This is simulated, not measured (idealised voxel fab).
process module | voxel wiring stack
cross-section cut | 160 nm wide | cells 5 nm
A cross-section is a grid of square cells, given in bands from the top down. A band is one or more rows of cells.
Each band's line starts with the height of the band's top and of its bottom, in nm. Then come its materials from left to right, each with its width in nm. One material with "throughout" fills the band from edge to edge. "air" is empty space.
Height 0 is the level under which the wafer as received is all one material. The lowest band goes on downwards, as in "0 down".
A width such as "30 to 40" changes by the same amount from each row of cells to the next, from the band's top row to its bottom row.
"no change" after a step means that no cell of the cross-section changed.
closed voids: empty space of 8 cells or more with no open way to the top, each as width x height at its distance from the left edge, in nm
after a step's settings: what the simulator itself notes on the step
overlay nm, on a step with a mask: how far to the right of its planned place the mask lay; to the left if negative
plan
1 op RECEIVE | material Si
2 op CONFORMAL_DEP | material SiO2 | thk nm 15
3 op CONFORMAL_DEP | material SiN | thk nm 5
4 op DIRECTIONAL_DEP | material SiO2 | thk nm 15
5 op PATTERN | tone open | mask id METAL_1 | material resist | width nm 30 | pitch nm 45 | thk nm 15 | overlay nm 0
6 op DIRECTIONAL_ETCH | etch materials SiO2 | depth nm 15
7 op DIRECTIONAL_ETCH | etch materials SiN | depth nm 5
8 op STRIP | etch materials resist
9 op CONFORMAL_DEP | material TiN | thk nm 5
10 op FILL_DEP | material W | thk nm 10
11 op CMP | height nm 35
12 op CONFORMAL_DEP | material SiCN | thk nm 5
13 op DIRECTIONAL_DEP | material SiO2 | thk nm 20
14 op PATTERN | tone open | mask id PLUG_1 | material resist | width nm 15 | thk nm 15 | overlay nm 0
15 op DIRECTIONAL_ETCH | etch materials SiO2 | depth nm 20
16 op DIRECTIONAL_ETCH | etch materials SiCN | depth nm 5
17 op STRIP | etch materials resist
18 op EPI | material Ru | thk nm 10
19 op EPI | material Ru | thk nm 10
20 op EPI | material Ru | thk nm 5
21 op CONFORMAL_DEP | material SiCN | thk nm 5
22 op DIRECTIONAL_DEP | material SiO2 | thk nm 15
23 op PATTERN | tone open | mask id METAL_2 | material resist | width nm 30 | pitch nm 45 | thk nm 20 | overlay nm 0
24 op DIRECTIONAL_ETCH | etch materials SiO2 | depth nm 15
25 op DIRECTIONAL_ETCH | etch materials SiCN | depth nm 5
26 op STRIP | etch materials resist
27 op CONFORMAL_DEP | material TiN | thk nm 5
28 op FILL_DEP | material Ru | thk nm 5
29 op CMP | height nm 80
30 op CONFORMAL_DEP | material SiCN | thk nm 5
31 op DIRECTIONAL_DEP | material lowk | thk nm 15
32 op PATTERN | tone open | mask id PLUG_2 | material resist | width nm 15 | thk nm 15 | overlay nm 0
33 op DIRECTIONAL_ETCH | etch materials lowk | depth nm 15
34 op DIRECTIONAL_ETCH | etch materials SiCN | depth nm 5
35 op STRIP | etch materials resist
36 op CONFORMAL_DEP | material TiN | thk nm 5
37 op FILL_DEP | material Ru | thk nm 10
38 op CMP | height nm 100
39 op CONFORMAL_DEP | material SiN | thk nm 5
40 op DIRECTIONAL_DEP | material lowk | thk nm 25
41 op PATTERN | tone open | mask id METAL_3 | material resist | width nm 30 | pitch nm 45 | thk nm 15 | overlay nm 0
42 op DIRECTIONAL_ETCH | etch materials lowk | depth nm 25
43 op DIRECTIONAL_ETCH | etch materials SiN | depth nm 5
44 op STRIP | etch materials resist
45 op CONFORMAL_DEP | material TiN | thk nm 5
46 op FILL_DEP | material W | thk nm 10
47 op CMP | height nm 130
48 op CONFORMAL_DEP | material SiCN | thk nm 5
first wafer, as planned
as received, after step 1
  0 down: Si throughout
  closed voids: none
after step 2
  15 to 0: SiO2 throughout
  below 0: unchanged
after step 3
  20 to 15: SiN throughout
  below 15: unchanged
after step 4
  35 to 20: SiO2 throughout
  below 20: unchanged
after step 5
  50 to 35: resist 40 | air 30 | resist 15 | air 30 | resist 45
  below 35: unchanged
after step 6
  50 to 35: resist 40 | air 30 | resist 15 | air 30 | resist 45
  35 to 20: SiO2 40 | air 30 | SiO2 15 | air 30 | SiO2 45
  below 20: unchanged
after step 7
  50 to 35: resist 40 | air 30 | resist 15 | air 30 | resist 45
  35 to 20: SiO2 40 | air 30 | SiO2 15 | air 30 | SiO2 45
  20 to 15: SiN 40 | air 30 | SiN 15 | air 30 | SiN 45
  below 15: unchanged
after step 8
  35 to 20: SiO2 40 | air 30 | SiO2 15 | air 30 | SiO2 45
  below 20: unchanged
after step 9
  40 to 35: TiN 45 | air 20 | TiN 25 | air 20 | TiN 50
  35 to 20: SiO2 40 | TiN 5 | air 20 | TiN 5 | SiO2 15 | TiN 5 | air 20 | TiN 5 | SiO2 45
  20 to 15: SiN 40 | TiN 30 | SiN 15 | TiN 30 | SiN 45
  below 15: unchanged
after step 10
  50 to 40: W throughout
  40 to 35: TiN 45 | W 20 | TiN 25 | W 20 | TiN 50
  35 to 20: SiO2 40 | TiN 5 | W 20 | TiN 5 | SiO2 15 | TiN 5 | W 20 | TiN 5 | SiO2 45
  below 20: unchanged
after step 11
  35 to 20: SiO2 40 | TiN 5 | W 20 | TiN 5 | SiO2 15 | TiN 5 | W 20 | TiN 5 | SiO2 45
  below 20: unchanged
after step 12
  40 to 35: SiCN throughout
  below 35: unchanged
after step 13
  60 to 40: SiO2 throughout
  below 40: unchanged
after step 14
  75 to 60: resist 40 | air 15 | resist 105
  below 60: unchanged
after step 15
  75 to 60: resist 40 | air 15 | resist 105
  60 to 40: SiO2 40 | air 15 | SiO2 105
  below 40: unchanged
after step 16
  75 to 60: resist 40 | air 15 | resist 105
  60 to 40: SiO2 40 | air 15 | SiO2 105
  40 to 35: SiCN 40 | air 15 | SiCN 105
  below 35: unchanged
after step 17
  60 to 40: SiO2 40 | air 15 | SiO2 105
  below 40: unchanged
after step 18
  60 to 45: SiO2 40 | air 15 | SiO2 105
  45 to 40: SiO2 40 | Ru 15 | SiO2 105
  40 to 35: SiCN 40 | Ru 15 | SiCN 105
  below 35: unchanged
after step 19
  60 to 55: SiO2 40 | air 15 | SiO2 105
  55 to 40: SiO2 40 | Ru 15 | SiO2 105
  below 40: unchanged
after step 20
  60 to 40: SiO2 40 | Ru 15 | SiO2 105
  below 40: unchanged
after step 21
  65 to 60: SiCN throughout
  below 60: unchanged
after step 22
  80 to 65: SiO2 throughout
  below 65: unchanged
after step 23
  100 to 80: resist 40 | air 30 | resist 15 | air 30 | resist 45
  below 80: unchanged
after step 24
  100 to 80: resist 40 | air 30 | resist 15 | air 30 | resist 45
  80 to 65: SiO2 40 | air 30 | SiO2 15 | air 30 | SiO2 45
  below 65: unchanged
after step 25
  100 to 80: resist 40 | air 30 | resist 15 | air 30 | resist 45
  80 to 65: SiO2 40 | air 30 | SiO2 15 | air 30 | SiO2 45
  65 to 60: SiCN 40 | air 30 | SiCN 15 | air 30 | SiCN 45
  below 60: unchanged
after step 26
  80 to 65: SiO2 40 | air 30 | SiO2 15 | air 30 | SiO2 45
  below 65: unchanged
after step 27
  85 to 80: TiN 45 | air 20 | TiN 25 | air 20 | TiN 50
  80 to 65: SiO2 40 | TiN 5 | air 20 | TiN 5 | SiO2 15 | TiN 5 | air 20 | TiN 5 | SiO2 45
  65 to 60: SiCN 40 | TiN 30 | SiCN 15 | TiN 30 | SiCN 45
  below 60: unchanged
after step 28
  90 to 85: Ru throughout
  85 to 80: TiN 45 | Ru 20 | TiN 25 | Ru 20 | TiN 50
  80 to 65: SiO2 40 | TiN 5 | Ru 20 | TiN 5 | SiO2 15 | TiN 5 | Ru 20 | TiN 5 | SiO2 45
  below 65: unchanged
after step 29
  80 to 65: SiO2 40 | TiN 5 | Ru 20 | TiN 5 | SiO2 15 | TiN 5 | Ru 20 | TiN 5 | SiO2 45
  below 65: unchanged
after step 30
  85 to 80: SiCN throughout
  below 80: unchanged
after step 31
  100 to 85: lowk throughout
  below 85: unchanged
after step 32
  115 to 100: resist 40 | air 15 | resist 105
  below 100: unchanged
after step 33
  115 to 100: resist 40 | air 15 | resist 105
  100 to 85: lowk 40 | air 15 | lowk 105
  below 85: unchanged
after step 34
  115 to 100: resist 40 | air 15 | resist 105
  100 to 85: lowk 40 | air 15 | lowk 105
  85 to 80: SiCN 40 | air 15 | SiCN 105
  below 80: unchanged
after step 35
  100 to 85: lowk 40 | air 15 | lowk 105
  below 85: unchanged
after step 36
  105 to 100: TiN 45 | air 5 | TiN 110
  100 to 85: lowk 40 | TiN 5 | air 5 | TiN 5 | lowk 105
  85 to 80: SiCN 40 | TiN 15 | SiCN 105
  below 80: unchanged
after step 37
  115 to 105: Ru throughout
  105 to 100: TiN 45 | Ru 5 | TiN 110
  100 to 85: lowk 40 | TiN 5 | Ru 5 | TiN 5 | lowk 105
  below 85: unchanged
after step 38
  100 to 85: lowk 40 | TiN 5 | Ru 5 | TiN 5 | lowk 105
  below 85: unchanged
after step 39
  105 to 100: SiN throughout
  below 100: unchanged
after step 40
  130 to 105: lowk throughout
  below 105: unchanged
after step 41
  145 to 130: resist 40 | air 30 | resist 15 | air 30 | resist 45
  below 130: unchanged
after step 42
  145 to 130: resist 40 | air 30 | resist 15 | air 30 | resist 45
  130 to 105: lowk 40 | air 30 | lowk 15 | air 30 | lowk 45
  below 105: unchanged
after step 43
  145 to 130: resist 40 | air 30 | resist 15 | air 30 | resist 45
  130 to 105: lowk 40 | air 30 | lowk 15 | air 30 | lowk 45
  105 to 100: SiN 40 | air 30 | SiN 15 | air 30 | SiN 45
  below 100: unchanged
after step 44
  130 to 105: lowk 40 | air 30 | lowk 15 | air 30 | lowk 45
  below 105: unchanged
after step 45
  135 to 130: TiN 45 | air 20 | TiN 25 | air 20 | TiN 50
  130 to 105: lowk 40 | TiN 5 | air 20 | TiN 5 | lowk 15 | TiN 5 | air 20 | TiN 5 | lowk 45
  105 to 100: SiN 40 | TiN 30 | SiN 15 | TiN 30 | SiN 45
  below 100: unchanged
after step 46
  145 to 135: W throughout
  135 to 130: TiN 45 | W 20 | TiN 25 | W 20 | TiN 50
  130 to 105: lowk 40 | TiN 5 | W 20 | TiN 5 | lowk 15 | TiN 5 | W 20 | TiN 5 | lowk 45
  below 105: unchanged
after step 47
  130 to 105: lowk 40 | TiN 5 | W 20 | TiN 5 | lowk 15 | TiN 5 | W 20 | TiN 5 | lowk 45
  below 105: unchanged
after step 48
  135 to 130: SiCN throughout
  below 130: unchanged
second wafer: like start, like plan, one mistake. Through step 40 it matches the first wafer
when step 41 should have ended
  145 to 130: resist 45 | air 25 | resist 20 | air 25 | resist 45
  below 130: unchanged
when step 42 should have ended
  145 to 130: resist 45 | air 25 | resist 20 | air 25 | resist 45
  130 to 105: lowk 45 | air 25 | lowk 20 | air 25 | lowk 45
  below 105: unchanged
when step 43 should have ended
  145 to 130: resist 45 | air 25 | resist 20 | air 25 | resist 45
  130 to 105: lowk 45 | air 25 | lowk 20 | air 25 | lowk 45
  105 to 100: SiN 45 | air 25 | SiN 20 | air 25 | SiN 45
  below 100: unchanged
when step 44 should have ended
  130 to 105: lowk 45 | air 25 | lowk 20 | air 25 | lowk 45
  below 105: unchanged
when step 45 should have ended
  135 to 130: TiN 50 | air 15 | TiN 30 | air 15 | TiN 50
  130 to 105: lowk 45 | TiN 5 | air 15 | TiN 5 | lowk 20 | TiN 5 | air 15 | TiN 5 | lowk 45
  105 to 100: SiN 45 | TiN 25 | SiN 20 | TiN 25 | SiN 45
  below 100: unchanged
when step 46 should have ended
  145 to 135: W throughout
  135 to 130: TiN 50 | W 15 | TiN 30 | W 15 | TiN 50
  130 to 105: lowk 45 | TiN 5 | W 15 | TiN 5 | lowk 20 | TiN 5 | W 15 | TiN 5 | lowk 45
  below 105: unchanged
when step 47 should have ended
  130 to 105: lowk 45 | TiN 5 | W 15 | TiN 5 | lowk 20 | TiN 5 | W 15 | TiN 5 | lowk 45
  below 105: unchanged
when step 48 should have ended
  135 to 130: SiCN throughout
  below 130: unchanged
what went wrong: step 41 ran as: op PATTERN | tone open | mask id METAL_3 | material resist | width nm 25 | pitch nm 45 | thk nm 15 | overlay nm 0
at the end the second wafer has, in cells: 2 more of SiN | 2 fewer of TiN | 10 fewer of W | 10 more of lowk
